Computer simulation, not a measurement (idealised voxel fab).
Title: Process Module voxel spacer lines
The figure presents cross-section cut, which has a width of 290 nm and is divided into square cells with an edge length of 5 nm.
Format of a cross-section: grid, square cells. Given as bands. Order: top down. Band: one or more rows of cells.
Band: top height; bottom height; in nm. Then, left to right: material with width in nm, for each material. "edge to edge": a single material spanning edge to edge. "empty": empty space.
Basically, 0 is our baseline, since under it the wafer straight out of the box is all one material. The bottom band has no lower end and keeps on going down, so it looks like "from 0 down".
Width: "30 to 40" (first number = top row, second number = bottom row, same change from row to row of cells).
Step note "all unchanged" = no cross-section cell changed.
The entry titled "Trapped void list" provides the empty spaces that have no open way to the top, restricted to those of 8 cells or more. Each is presented as width x height at distance, the distance being measured from the left edge, with all three in nm.
Read whatever lies past the settings on a step's line as the simulator's own remark about the step.
The line of a step may include "overlay nm". On a step with a mask, this value is how far to the right of its planned place the mask lay. A negative value means the mask lay to the left.
Steps in the process plan:
| 1 | RECEIVE, material Si |
| 2 | CONFORMAL_DEP, material Al2O3, thk nm 10 |
| 3 | DIRECTIONAL_DEP, material W, thk nm 10 |
| 4 | DIRECTIONAL_DEP, material polySi, thk nm 30 |
| 5 | PATTERN, tone cover, mask id MANDREL, material resist, width nm 20, pitch nm 60, thk nm 40, overlay nm 0 |
| 6 | DIRECTIONAL_ETCH, etch materials polySi, depth nm 30 |
| 7 | STRIP, etch materials resist |
| 8 | CONFORMAL_DEP, material SiN, thk nm 10 |
| 9 | DIRECTIONAL_ETCH, etch materials SiN, depth nm 10 |
| 10 | STRIP, etch materials polySi |
| 11 | DIRECTIONAL_ETCH, etch materials W, depth nm 10 |
| 12 | STRIP, etch materials SiN |
First of two wafers, with the run carried out as planned:
Cross-section of the wafer at receipt, which is the condition after step 1:
* from 0 down  Si edge to edge
* Trapped void list: none
Step 2 complete: cross-section through the wafer:
* from 10 to 0  Al2O3 edge to edge
* below 0: unchanged
Step 3 complete: cross-section through the wafer:
* from 20 to 10  W edge to edge
* below 10: unchanged
Step 4 complete: cross-section through the wafer:
* from 50 to 20  polySi edge to edge
* below 20: unchanged
Step 5 complete: cross-section through the wafer:
* from 90 to 50  empty: 105 / resist: 20 / empty: 40 / resist: 20 / empty: 105
* below 50: unchanged
Step 6 complete: cross-section through the wafer:
* from 90 to 50  empty: 105 / resist: 20 / empty: 40 / resist: 20 / empty: 105
* from 50 to 20  empty: 105 / polySi: 20 / empty: 40 / polySi: 20 / empty: 105
* below 20: unchanged
Step 7 complete: cross-section through the wafer:
* from 50 to 20  empty: 105 / polySi: 20 / empty: 40 / polySi: 20 / empty: 105
* below 20: unchanged
Step 8 complete: cross-section through the wafer:
* from 60 to 50  empty: 95 / SiN: 40 / empty: 20 / SiN: 40 / empty: 95
* from 50 to 30  empty: 95 / SiN: 10 / polySi: 20 / SiN: 10 / empty: 20 / SiN: 10 / polySi: 20 / SiN: 10 / empty: 95
* from 30 to 20  SiN: 105 / polySi: 20 / SiN: 40 / polySi: 20 / SiN: 105
* below 20: unchanged
Step 9 complete: cross-section through the wafer:
* from 50 to 20  empty: 95 / SiN: 10 / polySi: 20 / SiN: 10 / empty: 20 / SiN: 10 / polySi: 20 / SiN: 10 / empty: 95
* below 20: unchanged
Step 10 complete: cross-section through the wafer:
* from 50 to 20  empty: 95 / SiN: 10 / empty: 20 / SiN: 10 / empty: 20 / SiN: 10 / empty: 20 / SiN: 10 / empty: 95
* below 20: unchanged
Step 11 complete: cross-section through the wafer:
* from 50 to 20  empty: 95 / SiN: 10 / empty: 20 / SiN: 10 / empty: 20 / SiN: 10 / empty: 20 / SiN: 10 / empty: 95
* from 20 to 10  empty: 95 / W: 10 / empty: 20 / W: 10 / empty: 20 / W: 10 / empty: 20 / W: 10 / empty: 95
* below 10: unchanged
Step 12 complete: cross-section through the wafer:
* from 20 to 10  empty: 95 / W: 10 / empty: 20 / W: 10 / empty: 20 / W: 10 / empty: 20 / W: 10 / empty: 95
* below 10: unchanged
Second Wafer (Identical Start and Plan, One Processing Error; Matches First Wafer Through Step 7):
Here is the second wafer in cross-section at the point where step 8 of the plan should have been done:
* from 60 to 50  empty: 95 / Al2O3: 40 / empty: 20 / Al2O3: 40 / empty: 95
* from 50 to 30  empty: 95 / Al2O3: 10 / polySi: 20 / Al2O3: 10 / empty: 20 / Al2O3: 10 / polySi: 20 / Al2O3: 10 / empty: 95
* from 30 to 20  Al2O3: 105 / polySi: 20 / Al2O3: 40 / polySi: 20 / Al2O3: 105
* below 20: unchanged
Here is the second wafer in cross-section at the point where step 9 of the plan should have been done: all unchanged
Here is the second wafer in cross-section at the point where step 10 of the plan should have been done: all unchanged
Here is the second wafer in cross-section at the point where step 11 of the plan should have been done: all unchanged
Here is the second wafer in cross-section at the point where step 12 of the plan should have been done: all unchanged
Heads up, the wafer didn't run the way we planned it: for step 8, the planned setting was not used; the step was instead run as CONFORMAL_DEP, material Al2O3, thk nm 10
The closing comparison, in cells, has the second wafer with more or fewer of some materials than the first: 164 more of Al2O3, 100 more of W, 48 more of polySi
